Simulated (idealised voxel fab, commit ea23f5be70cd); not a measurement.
The document below concerns the process module designated voxel local oxidation.
Cross-section cut spans 285 nm and uses square cells 5 nm in size.
Cross-section = grid of square cells, listed top down in bands; band = one or more rows. Band: top and bottom heights (nm) first, top before bottom; then materials from left to right, widths in nm. "all across" marks a sole material filling the band edge to edge. "blank" denotes empty space. Heights are measured from 0, the level below which the as-received wafer is all one material; the lowest band has no bottom and continues downward, written as in "0 -> down". It should be noted that a width expressed as "30 to 40" varies in equal increments from row to row of cells within the band, taking the value of the first number at the top row and that of the second number at the bottom row. When a step is marked "no change occurred", none of the cells in the cross-section changed during that step. "Voids lacking openings" - sealed voids, min. 8 cells, no opening to top; format: width x height at distance (distance from left edge; nm throughout). What comes after the settings on a step's line is commentary from the simulator itself on that step. Regarding "overlay nm": on a step with a mask, it is the distance the mask lay to the right of its planned place; a negative value places it to the left.

Listed below are the process steps as planned:
1. RECEIVE (material Si)
2. OXIDIZE (depth nm 5)
3. CONFORMAL_DEP (material SiN; thk nm 10)
4. DIRECTIONAL_DEP (material aC; thk nm 10)
5. PATTERN (tone cover; mask id ACTIVE; material resist; width nm 100; thk nm 25; overlay nm 0)
6. DIRECTIONAL_ETCH (etch materials aC; depth nm 10)
7. STRIP (etch materials resist)
8. DIRECTIONAL_ETCH (etch materials SiN; depth nm 10)
9. STRIP (etch materials aC)
10. SELECTIVE_ETCH (etch materials SiO2; depth nm 5)
11. OXIDIZE (depth nm 10)
12. STRIP (etch materials SiN)

Wafer cross-section on receipt, i.e. after step 1:
    0 -> down: Si all across
    Voids lacking openings: none

Wafer cross-section at end of module: start and plan as shown above, one execution error:
    0 -> -5: blank=100 / SiO2=90 / blank=95
    -5 -> -15: SiO2=110 / Si=70 / SiO2=105
    -15 -> down: Si all across
    Voids lacking openings: none
Processing error: step 5 did not happen as planned, as run it was PATTERN (tone cover; mask id ACTIVE; material resist; width nm 100; thk nm 25; overlay nm 5)
